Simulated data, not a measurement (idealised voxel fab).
Title: Process Module voxel tone inversion
Section cut is 220 nm wide and gridded with 5 nm square cells.
This document writes a cross-section as a grid whose cells are square, and gives it as bands, listed from the top down; one or more rows of cells form a band. Read a band's entry like this: the first values are the height of its top and the height of its bottom in nm, and what follows is the sequence of materials from left to right, each with its width in nm. Note that "blank" is empty space, and that a single material marked "edge to edge" reaches across the band from edge to edge. For the purposes of this specification, 0 denotes the height below which the wafer in its as-received condition is composed wholly of one material, and the lowermost band, lacking a lower limit, extends downward without end, as expressed in "0..down". You'd read "30->40" like this: the band's top row of cells is as wide as the first number, its bottom row is as wide as the second, and going down, every row changes width by the same amount as the row before did. "nothing got changed" after a step means that no cell of the cross-section changed. Listed in "Unvented voids": every empty space of 8 or more cells without an open way to the top. Form: width x height at distance, the distance being from the left edge, all in nm. Past the settings on a step's line: simulator remark, on that step. You can add "overlay nm" to a step's line. For a step with a mask, it describes how far the mask lay to the right of its planned position, and a negative number describes a lay to the left.
### Intended process steps
step 1: RECEIVE,material Si
step 2: CONFORMAL_DEP,material SiN,thk nm 10
step 3: DIRECTIONAL_DEP,material aC,thk nm 15
step 4: PATTERN,tone cover,mask id POSTS,material resist,width nm 15,pitch nm 45,thk nm 25,overlay nm 0
step 5: DIRECTIONAL_ETCH,etch materials aC,depth nm 15
step 6: STRIP,etch materials resist
step 7: FILL_DEP,material lowk,thk nm 10
step 8: CMP,height nm 25
step 9: STRIP,etch materials aC
### First wafer out of two, processed as planned
### As-received state of the wafer in cross-section, equivalent to post-step 1
	0..down  Si edge to edge
	Unvented voids: none
### Wafer after step 2 (cross-section)
	10..0  SiN edge to edge
	Lower than 0, everything is as it was.
### Wafer after step 3 (cross-section)
	25..10  aC edge to edge
	Lower than 10, everything is as it was.
### Wafer after step 4 (cross-section)
	50..25  blank 35 / resist 15 / blank 30 / resist 15 / blank 30 / resist 15 / blank 30 / resist 15 / blank 35
	Lower than 25, everything is as it was.
### Wafer after step 5 (cross-section)
	35..25  blank 35 / resist 15 / blank 30 / resist 15 / blank 30 / resist 15 / blank 30 / resist 15 / blank 35
	25..10  blank 35 / aC 15 / blank 30 / aC 15 / blank 30 / aC 15 / blank 30 / aC 15 / blank 35
	Lower than 10, everything is as it was.
### Wafer after step 6 (cross-section)
	25..10  blank 35 / aC 15 / blank 30 / aC 15 / blank 30 / aC 15 / blank 30 / aC 15 / blank 35
	Lower than 10, everything is as it was.
### Wafer after step 7 (cross-section)
	35..25  lowk edge to edge
	25..10  lowk 35 / aC 15 / lowk 30 / aC 15 / lowk 30 / aC 15 / lowk 30 / aC 15 / lowk 35
	Lower than 10, everything is as it was.
### Wafer after step 8 (cross-section)
	25..10  lowk 35 / aC 15 / lowk 30 / aC 15 / lowk 30 / aC 15 / lowk 30 / aC 15 / lowk 35
	Lower than 10, everything is as it was.
### Wafer after step 9 (cross-section)
	25..10  lowk 35 / blank 15 / lowk 30 / blank 15 / lowk 30 / blank 15 / lowk 30 / blank 15 / lowk 35
	Lower than 10, everything is as it was.
### Wafer two of the pair: same origin, same plan, one error during the run; identical to wafer one up to and including step 7
### The second wafer in cross-section, at the planned close of step 8
	15..10  lowk 35 / aC 15 / lowk 30 / aC 15 / lowk 30 / aC 15 / lowk 30 / aC 15 / lowk 35
	Lower than 10, everything is as it was.
### The second wafer in cross-section, at the planned close of step 9
	15..10  lowk 35 / blank 15 / lowk 30 / blank 15 / lowk 30 / blank 15 / lowk 30 / blank 15 / lowk 35
	Lower than 10, everything is as it was.
Finding, execution versus plan: step 8 deviated from plan and actually ran as CMP,height nm 15
Final comparison by cell count, materials where the second wafer has more or fewer than the first: lowk: 64 fewer
